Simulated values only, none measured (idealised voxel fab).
The following is a process module called voxel double patterning.
210 nm wide, 5 nm square cells: that's cross-section cut.
When this document writes out a cross-section, it uses a grid of square cells and lists it as bands, beginning at the top and moving down, with a band standing for one or more rows of cells.
Band: top height; bottom height; in nm. Then, left to right: material with width in nm, for each material. "everywhere": a single material spanning edge to edge. "empty": empty space.
Height datum 0, below which the as-received substrate wafer is one material. Lowest band open at the bottom, running downward: "z 0 and below".
When a width is written as two numbers, as in "30..40", the first number is the width in the top row of cells of the band and the second is the width in its bottom row, and the width changes by the same amount from each row to the next.
What does "everything unchanged" mean for a step? It means no cell of the cross-section changed in that step.
"Trapped cavities": sealed empty spaces, 8 cells or more, no open way to top, listed width x height at distance, with distance from the left edge and width, height and distance in nm.
after a step's settings: what the simulator itself notes on the step
"overlay nm" denotes, for a step that has a mask, the displacement of the mask to the right of its planned place, with negative values corresponding to the left.
[So here's the lineup of process steps we planned]
1) RECEIVE, material Si
2) CONFORMAL_DEP, material SiO2, thk nm 10
3) DIRECTIONAL_DEP, material polySi, thk nm 10
4) DIRECTIONAL_DEP, material SiCN, thk nm 5
5) DIRECTIONAL_DEP, material aC, thk nm 10
6) PATTERN, tone open, mask id FIRST, material resist, width nm 15, pitch nm 50, thk nm 30, overlay nm 0
7) DIRECTIONAL_ETCH, etch materials aC, depth nm 10
8) STRIP, etch materials resist
9) DIRECTIONAL_ETCH, etch materials SiCN, depth nm 5
10) STRIP, etch materials aC
11) MASKED_ETCH, tone open, mask id SECOND, width nm 15, pitch nm 50, etch materials SiCN, depth nm 5, overlay nm 0
12) DIRECTIONAL_ETCH, etch materials polySi, depth nm 10
13) STRIP, etch materials SiCN
[Wafer cross-section on receipt, i.e. after step 1]
	z 0 and below | Si everywhere
	Trapped cavities: none
[Wafer cross-section at end of module: start and plan as shown above, one execution error]
	z 20 to 10 | 45 of empty; 15 of polySi; 35 of empty; 15 of polySi; 35 of empty; 15 of polySi; 50 of empty
	z 10 to 0 | SiO2 everywhere
	z 0 and below | Si everywhere
	Trapped cavities: none
Diagnosis: step 6 changed vs plan, executed as PATTERN, tone cover, mask id FIRST, material resist, width nm 15, pitch nm 50, thk nm 30, overlay nm 0
